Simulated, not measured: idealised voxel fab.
The document below concerns the process module designated voxel air gaps.
Cross-section cut: width 280 nm, square cells of 5 nm.
A cross-section is written here as square cells arranged in a grid, and it is given in bands from the top down, each band taking up one or more rows of cells. Top height, bottom height, nm. Materials left to right, width each, nm. Single material + "all across" = fills band edge to edge. "blank" = empty. Height is counted from the level 0, under which the received wafer is composed throughout of one material. The lowest of the bands is not closed at the bottom but continues downward, in the notation "0 nm and below". You'd read "30..40" like this: the band's top row of cells is as wide as the first number, its bottom row is as wide as the second, and going down, every row changes width by the same amount as the row before did. For the purposes of this document, the phrase "no modification" attached to a step denotes that no cell within the cross-section was modified by that step. In the "Cavities, closed" entry, you get each enclosed empty space of 8 cells or more, one with no open way to the top, written width x height at distance, distance from the left edge, in nm. Step line, after settings: the simulator's comment on this step. "overlay nm" denotes, for a step that has a mask, the displacement of the mask to the right of its planned place, with negative values corresponding to the left.

# Set out below are the planned steps of the process
1,RECEIVE: material Si
2,CONFORMAL_DEP: material SiO2, thk nm 15
3,CONFORMAL_DEP: material SiCN, thk nm 5
4,DIRECTIONAL_DEP: material SiO2, thk nm 30
5,DIRECTIONAL_DEP: material aC, thk nm 10
6,PATTERN: tone open, mask id LINES, material resist, width nm 15, pitch nm 40, thk nm 30, overlay nm 0
7,DIRECTIONAL_ETCH: etch materials aC, depth nm 10
8,STRIP: etch materials resist
9,DIRECTIONAL_ETCH: etch materials SiO2, depth nm 30
10,STRIP: etch materials aC
11,CONFORMAL_DEP: material TiN, thk nm 5
12,FILL_DEP: material Cu, thk nm 5
13,CMP: height nm 50
14,EPI: material Ru, thk nm 10
15,SELECTIVE_ETCH: etch materials SiO2, depth nm 40
16,CONFORMAL_DEP: material SiCN, thk nm 5

# Cross-section of the wafer as it came to us, i.e., already through step 1
  0 nm and below = Si all across
  Cavities, closed: none

# Module complete, cross-section. Starting point and plan per above. One mistake made in running the module
  60 nm to 50 nm = blank 60 nm, Ru 35 nm, blank 5 nm, Ru 35 nm, blank 5 nm, Ru 35 nm, blank 5 nm, Ru 35 nm, blank 65 nm
  50 nm to 25 nm = blank 70 nm, TiN 5 nm, Cu 5 nm, TiN 5 nm, blank 25 nm, TiN 5 nm, Cu 5 nm, TiN 5 nm, blank 25 nm, TiN 5 nm, Cu 5 nm, TiN 5 nm, blank 25 nm, TiN 5 nm, Cu 5 nm, TiN 5 nm, blank 75 nm
  25 nm to 20 nm = blank 70 nm, TiN 15 nm, blank 25 nm, TiN 15 nm, blank 25 nm, TiN 15 nm, blank 25 nm, TiN 15 nm, blank 75 nm
  20 nm to 15 nm = SiCN all across
  15 nm to 0 nm = SiO2 all across
  0 nm and below = Si all across
  Cavities, closed: none
Want to know what went wrong? heads up, step 16 of the plan was skipped and never actually ran
